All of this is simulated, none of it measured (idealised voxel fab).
A process module follows: voxel ribs on slabs.
It is cross-section cut that appears here, measuring 140 nm in width, its square cells being 5 nm in size.
Cross-section format: a grid of square cells, given as bands from top to bottom; each band is one or more rows of cells.
The entry gives the band's vertical extent as a top height and a bottom height in nm, then its horizontal make-up as materials from left to right, each with a width in nm. "blank" stands for empty space; a single material marked "full width" fills the band edge to edge.
Zero point of the height axis is 0; under it, received wafer = one material. Lowest band: continues down indefinitely, "0 down".
Width "30->40": first value at the band's top row of cells, second value at its bottom row, equal change from row to row.
"remained the same" -> step changed no cross-section cell.
For the entry "Voids, fully enclosed", the listed items are empty spaces with no open way to the top whose size is 8 cells or more; each item follows the pattern width x height at distance, where distance is from the left edge and all three are in nm.
The remark found on a step's line after its settings is issued by the simulator itself and pertains to that step.
"overlay nm" denotes, for a step that has a mask, the displacement of the mask to the right of its planned place, with negative values corresponding to the left.
Planned step list for the process:
1,RECEIVE [material Si]
2,DIRECTIONAL_DEP [material SiO2] [thk nm 30]
3,DIRECTIONAL_DEP [material polySi] [thk nm 15]
4,DIRECTIONAL_DEP [material aC] [thk nm 10]
5,PATTERN [tone cover] [mask id RIB] [material resist] [width nm 20] [thk nm 30] [overlay nm 0]
6,DIRECTIONAL_ETCH [etch materials aC] [depth nm 10]
7,STRIP [etch materials resist]
8,DIRECTIONAL_ETCH [etch materials polySi] [depth nm 5]
9,STRIP [etch materials aC]
10,MASKED_ETCH [tone cover] [mask id SLAB] [width nm 60] [etch materials polySi] [depth nm 10] [overlay nm 0]
11,FILL_DEP [material SiO2] [thk nm 25]
12,CMP [height nm 65]
13,DIRECTIONAL_DEP [material TiN] [thk nm 5]
14,DIRECTIONAL_DEP [material aC] [thk nm 15]
15,PATTERN [tone cover] [mask id HEATER] [material resist] [width nm 30] [thk nm 30] [overlay nm 0]
16,DIRECTIONAL_ETCH [etch materials aC] [depth nm 15]
17,STRIP [etch materials resist]
18,DIRECTIONAL_ETCH [etch materials TiN] [depth nm 5]
19,STRIP [etch materials aC]
20,CONFORMAL_DEP [material SiO2] [thk nm 5]
What follows covers the first of two wafers; it ran as planned:
Cross-section of the wafer as it came to us, i.e., already through step 1:
  0 down = Si full width
  Voids, fully enclosed: none
Sectional view: wafer, after step 2:
  30 to 0 = SiO2 full width
  No changes below 0.
Sectional view: wafer, after step 3:
  45 to 30 = polySi full width
  No changes below 30.
Sectional view: wafer, after step 4:
  55 to 45 = aC full width
  No changes below 45.
Sectional view: wafer, after step 5:
  85 to 55 = 60 nm blank / 20 nm resist / 60 nm blank
  No changes below 55.
Sectional view: wafer, after step 6:
  75 to 55 = 60 nm blank / 20 nm resist / 60 nm blank
  55 to 45 = 60 nm blank / 20 nm aC / 60 nm blank
  No changes below 45.
Sectional view: wafer, after step 7:
  55 to 45 = 60 nm blank / 20 nm aC / 60 nm blank
  No changes below 45.
Sectional view: wafer, after step 8:
  55 to 45 = 60 nm blank / 20 nm aC / 60 nm blank
  45 to 40 = 60 nm blank / 20 nm polySi / 60 nm blank
  No changes below 40.
Sectional view: wafer, after step 9:
  45 to 40 = 60 nm blank / 20 nm polySi / 60 nm blank
  No changes below 40.
Sectional view: wafer, after step 10:
  45 to 40 = 60 nm blank / 20 nm polySi / 60 nm blank
  40 to 30 = 40 nm blank / 60 nm polySi / 40 nm blank
  No changes below 30.
Sectional view: wafer, after step 11:
  70 to 45 = SiO2 full width
  45 to 40 = 60 nm SiO2 / 20 nm polySi / 60 nm SiO2
  40 to 30 = 40 nm SiO2 / 60 nm polySi / 40 nm SiO2
  No changes below 30.
Sectional view: wafer, after step 12:
  65 to 45 = SiO2 full width
  No changes below 45.
Sectional view: wafer, after step 13:
  70 to 65 = TiN full width
  No changes below 65.
Sectional view: wafer, after step 14:
  85 to 70 = aC full width
  No changes below 70.
Sectional view: wafer, after step 15:
  115 to 85 = 55 nm blank / 30 nm resist / 55 nm blank
  No changes below 85.
Sectional view: wafer, after step 16:
  100 to 85 = 55 nm blank / 30 nm resist / 55 nm blank
  85 to 70 = 55 nm blank / 30 nm aC / 55 nm blank
  No changes below 70.
Sectional view: wafer, after step 17:
  85 to 70 = 55 nm blank / 30 nm aC / 55 nm blank
  No changes below 70.
Sectional view: wafer, after step 18:
  85 to 70 = 55 nm blank / 30 nm aC / 55 nm blank
  70 to 65 = 55 nm blank / 30 nm TiN / 55 nm blank
  No changes below 65.
Sectional view: wafer, after step 19:
  70 to 65 = 55 nm blank / 30 nm TiN / 55 nm blank
  No changes below 65.
Sectional view: wafer, after step 20:
  75 to 70 = 50 nm blank / 40 nm SiO2 / 50 nm blank
  70 to 65 = 55 nm SiO2 / 30 nm TiN / 55 nm SiO2
  No changes below 65.
Okay, second wafer. Nothing different at the start, nothing different in the plan, just one mistake somewhere in the running. As far as step 4, counting that step, it's the first wafer all over again:
Second wafer profile in section, at the moment step 5 of the plan was meant to be complete:
  85 to 55 = 60 nm resist / 20 nm blank / 60 nm resist
  No changes below 55.
Second wafer profile in section, at the moment step 6 of the plan was meant to be complete:
  75 to 55 = 60 nm resist / 20 nm blank / 60 nm resist
  55 to 45 = 60 nm aC / 20 nm blank / 60 nm aC
  No changes below 45.
Second wafer profile in section, at the moment step 7 of the plan was meant to be complete:
  55 to 45 = 60 nm aC / 20 nm blank / 60 nm aC
  No changes below 45.
Second wafer profile in section, at the moment step 8 of the plan was meant to be complete:
  55 to 45 = 60 nm aC / 20 nm blank / 60 nm aC
  45 to 40 = 60 nm polySi / 20 nm blank / 60 nm polySi
  No changes below 40.
Second wafer profile in section, at the moment step 9 of the plan was meant to be complete:
  45 to 40 = 60 nm polySi / 20 nm blank / 60 nm polySi
  No changes below 40.
Second wafer profile in section, at the moment step 10 of the plan was meant to be complete:
  45 to 40 = 40 nm blank / 20 nm polySi / 20 nm blank / 20 nm polySi / 40 nm blank
  40 to 35 = 40 nm blank / 60 nm polySi / 40 nm blank
  No changes below 35.
Second wafer profile in section, at the moment step 11 of the plan was meant to be complete:
  70 to 45 = SiO2 full width
  45 to 40 = 40 nm SiO2 / 20 nm polySi / 20 nm SiO2 / 20 nm polySi / 40 nm SiO2
  40 to 35 = 40 nm SiO2 / 60 nm polySi / 40 nm SiO2
  No changes below 35.
Second wafer profile in section, at the moment step 12 of the plan was meant to be complete:
  65 to 45 = SiO2 full width
  No changes below 45.
Second wafer profile in section, at the moment step 13 of the plan was meant to be complete:
  70 to 65 = TiN full width
  No changes below 65.
Second wafer profile in section, at the moment step 14 of the plan was meant to be complete:
  85 to 70 = aC full width
  No changes below 70.
Second wafer profile in section, at the moment step 15 of the plan was meant to be complete:
  115 to 85 = 55 nm blank / 30 nm resist / 55 nm blank
  No changes below 85.
Second wafer profile in section, at the moment step 16 of the plan was meant to be complete:
  100 to 85 = 55 nm blank / 30 nm resist / 55 nm blank
  85 to 70 = 55 nm blank / 30 nm aC / 55 nm blank
  No changes below 70.
Second wafer profile in section, at the moment step 17 of the plan was meant to be complete:
  85 to 70 = 55 nm blank / 30 nm aC / 55 nm blank
  No changes below 70.
Second wafer profile in section, at the moment step 18 of the plan was meant to be complete:
  85 to 70 = 55 nm blank / 30 nm aC / 55 nm blank
  70 to 65 = 55 nm blank / 30 nm TiN / 55 nm blank
  No changes below 65.
Second wafer profile in section, at the moment step 19 of the plan was meant to be complete:
  70 to 65 = 55 nm blank / 30 nm TiN / 55 nm blank
  No changes below 65.
Second wafer profile in section, at the moment step 20 of the plan was meant to be complete:
  75 to 70 = 50 nm blank / 40 nm SiO2 / 50 nm blank
  70 to 65 = 55 nm SiO2 / 30 nm TiN / 55 nm SiO2
  No changes below 65.
what went wrong: step 5 deviated from plan and actually ran as PATTERN [tone open] [mask id RIB] [material resist] [width nm 20] [thk nm 30] [overlay nm 0]
The second wafer ends with more or fewer cells of some materials than the first, per final count: SiO2 -20 | polySi +20
